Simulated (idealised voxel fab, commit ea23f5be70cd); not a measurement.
voxel gate over fins: a process module
Shown is cross-section cut, with a width of 215 nm and square cells of size 5 nm.
When this document writes out a cross-section, it uses a grid of square cells and lists it as bands, beginning at the top and moving down, with a band standing for one or more rows of cells.
Band: top and bottom heights (nm) first, top before bottom; then materials from left to right, widths in nm. "full width" marks a sole material filling the band edge to edge. "blank" denotes empty space.
Ref level 0: as-received wafer is one material below here. Bottom band extends down with no lower bound ("0 and below").
When a width is written as two numbers, as in "30 to 40", the first number is the width in the top row of cells of the band and the second is the width in its bottom row, and the width changes by the same amount from each row to the next.
"remained unchanged" means the step left every cell of the cross-section as it was.
Enclosed voids (no open way to top), threshold 8 cells or more, entry "Internal closed voids", notation width x height at distance, distance from left edge, nm.
If you see something after the settings on a step's line, that's the simulator's own remark about that step.
"overlay nm" answers the question of how far to the right of plan the mask lay on a step that has a mask, and when it is negative the answer is to the left.
Steps planned for the process:
1,RECEIVE, material Si
2,CONFORMAL_DEP, material SiN, thk nm 10
3,DIRECTIONAL_DEP, material aC, thk nm 10
4,PATTERN, tone cover, mask id FINS, material resist, width nm 15, pitch nm 45, thk nm 25, overlay nm 0
5,DIRECTIONAL_ETCH, etch materials aC, depth nm 10
6,STRIP, etch materials resist
7,DIRECTIONAL_ETCH, etch materials SiN, depth nm 10
8,DIRECTIONAL_ETCH, etch materials Si, depth nm 35
9,STRIP, etch materials aC
10,FILL_DEP, material SiO2, thk nm 15
11,CMP, height nm 10
12,SELECTIVE_ETCH, etch materials SiO2, depth nm 25
13,STRIP, etch materials SiN
14,CONFORMAL_DEP, material HfO2, thk nm 5
15,CONFORMAL_DEP, material TiN, thk nm 5
16,FILL_DEP, material W, thk nm 10
17,CMP, height nm 15
18,CONFORMAL_DEP, material SiCN, thk nm 10
First wafer, as planned:
Cross-section of the wafer as it came to us, i.e., already through step 1:
  0 and below = Si full width
  Internal closed voids: none
Cross-section of the wafer subsequent to step 2:
  10 down to 0 = SiN full width
  Rest of section, below 0: as before.
Cross-section of the wafer subsequent to step 3:
  20 down to 10 = aC full width
  Rest of section, below 10: as before.
Cross-section of the wafer subsequent to step 4:
  45 down to 20 = blank 55, then resist 15, then blank 30, then resist 15, then blank 30, then resist 15, then blank 55
  Rest of section, below 20: as before.
Cross-section of the wafer subsequent to step 5:
  35 down to 20 = blank 55, then resist 15, then blank 30, then resist 15, then blank 30, then resist 15, then blank 55
  20 down to 10 = blank 55, then aC 15, then blank 30, then aC 15, then blank 30, then aC 15, then blank 55
  Rest of section, below 10: as before.
Cross-section of the wafer subsequent to step 6:
  20 down to 10 = blank 55, then aC 15, then blank 30, then aC 15, then blank 30, then aC 15, then blank 55
  Rest of section, below 10: as before.
Cross-section of the wafer subsequent to step 7:
  20 down to 10 = blank 55, then aC 15, then blank 30, then aC 15, then blank 30, then aC 15, then blank 55
  10 down to 0 = blank 55, then SiN 15, then blank 30, then SiN 15, then blank 30, then SiN 15, then blank 55
  Rest of section, below 0: as before.
Cross-section of the wafer subsequent to step 8:
  20 down to 10 = blank 55, then aC 15, then blank 30, then aC 15, then blank 30, then aC 15, then blank 55
  10 down to 0 = blank 55, then SiN 15, then blank 30, then SiN 15, then blank 30, then SiN 15, then blank 55
  0 down to -35 = blank 55, then Si 15, then blank 30, then Si 15, then blank 30, then Si 15, then blank 55
  Rest of section, below -35: as before.
Cross-section of the wafer subsequent to step 9:
  10 down to 0 = blank 55, then SiN 15, then blank 30, then SiN 15, then blank 30, then SiN 15, then blank 55
  Rest of section, below 0: as before.
Cross-section of the wafer subsequent to step 10:
  25 down to 10 = SiO2 full width
  10 down to 0 = SiO2 55, then SiN 15, then SiO2 30, then SiN 15, then SiO2 30, then SiN 15, then SiO2 55
  0 down to -35 = SiO2 55, then Si 15, then SiO2 30, then Si 15, then SiO2 30, then Si 15, then SiO2 55
  Rest of section, below -35: as before.
Cross-section of the wafer subsequent to step 11:
  10 down to 0 = SiO2 55, then SiN 15, then SiO2 30, then SiN 15, then SiO2 30, then SiN 15, then SiO2 55
  Rest of section, below 0: as before.
Cross-section of the wafer subsequent to step 12:
  10 down to 0 = blank 55, then SiN 15, then blank 30, then SiN 15, then blank 30, then SiN 15, then blank 55
  0 down to -15 = blank 55, then Si 15, then blank 30, then Si 15, then blank 30, then Si 15, then blank 55
  Rest of section, below -15: as before.
Cross-section of the wafer subsequent to step 13:
  0 down to -15 = blank 55, then Si 15, then blank 30, then Si 15, then blank 30, then Si 15, then blank 55
  Rest of section, below -15: as before.
Cross-section of the wafer subsequent to step 14:
  5 down to 0 = blank 50, then HfO2 25, then blank 20, then HfO2 25, then blank 20, then HfO2 25, then blank 50
  0 down to -10 = blank 50, then HfO2 5, then Si 15, then HfO2 5, then blank 20, then HfO2 5, then Si 15, then HfO2 5, then blank 20, then HfO2 5, then Si 15, then HfO2 5, then blank 50
  -10 down to -15 = HfO2 55, then Si 15, then HfO2 30, then Si 15, then HfO2 30, then Si 15, then HfO2 55
  Rest of section, below -15: as before.
Cross-section of the wafer subsequent to step 15:
  10 down to 5 = blank 45, then TiN 35, then blank 10, then TiN 35, then blank 10, then TiN 35, then blank 45
  5 down to 0 = blank 45, then TiN 5, then HfO2 25, then TiN 5, then blank 10, then TiN 5, then HfO2 25, then TiN 5, then blank 10, then TiN 5, then HfO2 25, then TiN 5, then blank 45
  0 down to -5 = blank 45, then TiN 5, then HfO2 5, then Si 15, then HfO2 5, then TiN 5, then blank 10, then TiN 5, then HfO2 5, then Si 15, then HfO2 5, then TiN 5, then blank 10, then TiN 5, then HfO2 5, then Si 15, then HfO2 5, then TiN 5, then blank 45
  -5 down to -10 = TiN 50, then HfO2 5, then Si 15, then HfO2 5, then TiN 20, then HfO2 5, then Si 15, then HfO2 5, then TiN 20, then HfO2 5, then Si 15, then HfO2 5, then TiN 50
  Rest of section, below -10: as before.
Cross-section of the wafer subsequent to step 16:
  20 down to 10 = W full width
  10 down to 5 = W 45, then TiN 35, then W 10, then TiN 35, then W 10, then TiN 35, then W 45
  5 down to 0 = W 45, then TiN 5, then HfO2 25, then TiN 5, then W 10, then TiN 5, then HfO2 25, then TiN 5, then W 10, then TiN 5, then HfO2 25, then TiN 5, then W 45
  0 down to -5 = W 45, then TiN 5, then HfO2 5, then Si 15, then HfO2 5, then TiN 5, then W 10, then TiN 5, then HfO2 5, then Si 15, then HfO2 5, then TiN 5, then W 10, then TiN 5, then HfO2 5, then Si 15, then HfO2 5, then TiN 5, then W 45
  Rest of section, below -5: as before.
Cross-section of the wafer subsequent to step 17:
  15 down to 10 = W full width
  Rest of section, below 10: as before.
Cross-section of the wafer subsequent to step 18:
  25 down to 15 = SiCN full width
  Rest of section, below 15: as before.
The second wafer began exactly as the first did and followed the same plan, but one mistake was made while running it; through step 14 inclusive, the two wafers are identical:
Second wafer, section view, time point: scheduled end of step 15:
  10 down to 5 = blank 45, then SiN 35, then blank 10, then SiN 35, then blank 10, then SiN 35, then blank 45
  5 down to 0 = blank 45, then SiN 5, then HfO2 25, then SiN 5, then blank 10, then SiN 5, then HfO2 25, then SiN 5, then blank 10, then SiN 5, then HfO2 25, then SiN 5, then blank 45
  0 down to -5 = blank 45, then SiN 5, then HfO2 5, then Si 15, then HfO2 5, then SiN 5, then blank 10, then SiN 5, then HfO2 5, then Si 15, then HfO2 5, then SiN 5, then blank 10, then SiN 5, then HfO2 5, then Si 15, then HfO2 5, then SiN 5, then blank 45
  -5 down to -10 = SiN 50, then HfO2 5, then Si 15, then HfO2 5, then SiN 20, then HfO2 5, then Si 15, then HfO2 5, then SiN 20, then HfO2 5, then Si 15, then HfO2 5, then SiN 50
  Rest of section, below -10: as before.
Second wafer, section view, time point: scheduled end of step 16:
  20 down to 10 = W full width
  10 down to 5 = W 45, then SiN 35, then W 10, then SiN 35, then W 10, then SiN 35, then W 45
  5 down to 0 = W 45, then SiN 5, then HfO2 25, then SiN 5, then W 10, then SiN 5, then HfO2 25, then SiN 5, then W 10, then SiN 5, then HfO2 25, then SiN 5, then W 45
  0 down to -5 = W 45, then SiN 5, then HfO2 5, then Si 15, then HfO2 5, then SiN 5, then W 10, then SiN 5, then HfO2 5, then Si 15, then HfO2 5, then SiN 5, then W 10, then SiN 5, then HfO2 5, then Si 15, then HfO2 5, then SiN 5, then W 45
  Rest of section, below -5: as before.
Second wafer, section view, time point: scheduled end of step 17:
  15 down to 10 = W full width
  Rest of section, below 10: as before.
Second wafer, section view, time point: scheduled end of step 18:
  25 down to 15 = SiCN full width
  Rest of section, below 15: as before.
What was done differently from what was planned? planned and actual differ for step 15; actual: CONFORMAL_DEP, material SiN, thk nm 5
Final tally in cells, some materials are higher or lower on the second wafer than on the first: SiN: 61 more; TiN: 61 fewer
